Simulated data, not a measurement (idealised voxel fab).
process module | voxel ribs on slabs
cross-section cut | 265 nm wide | cells 5 nm
A cross-section is a grid of square cells, given in bands from the top down. A band is one or more rows of cells.
Each band's line starts with the height of the band's top and of its bottom, in nm. Then come its materials from left to right, each with its width in nm. One material with "throughout" fills the band from edge to edge. "air" is empty space.
Height 0 is the level under which the wafer as received is all one material. The lowest band goes on downwards, as in "0 down".
A width such as "30 to 40" changes by the same amount from each row of cells to the next, from the band's top row to its bottom row.
"no change" after a step means that no cell of the cross-section changed.
closed voids: empty space of 8 cells or more with no open way to the top, each as width x height at its distance from the left edge, in nm
after a step's settings: what the simulator itself notes on the step
overlay nm, on a step with a mask: how far to the right of its planned place the mask lay; to the left if negative
plan
1 op RECEIVE | material Si
2 op DIRECTIONAL_DEP | material SiO2 | thk nm 30
3 op DIRECTIONAL_DEP | material SiN | thk nm 20
4 op PATTERN | tone cover | mask id RIB | material resist | width nm 30 | thk nm 20 | overlay nm 0
5 op DIRECTIONAL_ETCH | etch materials SiN | depth nm 15
6 op STRIP | etch materials resist
7 op MASKED_ETCH | tone cover | mask id SLAB | width nm 90 | etch materials SiN | depth nm 5 | overlay nm 0
8 op FILL_DEP | material SiO2 | thk nm 25
9 op CMP | height nm 65
10 op DIRECTIONAL_DEP | material TiN | thk nm 10
11 op MASKED_ETCH | tone cover | mask id HEATER | width nm 40 | etch materials TiN | depth nm 10 | overlay nm 0
12 op CONFORMAL_DEP | material SiN | thk nm 5
as received, after step 1
  0 down: Si throughout
  closed voids: none
a wafer at the end: this start, this plan, one mistake
  80 to 75: air 105 | SiN 50 | air 110
  75 to 70: air 105 | SiN 5 | TiN 40 | SiN 5 | air 110
  70 to 65: SiN 110 | TiN 40 | SiN 115
  65 to 20: SiO2 throughout
  20 to 0: SiN throughout
  0 down: Si throughout
  closed voids: none
what went wrong: steps 2 and 3 were swapped
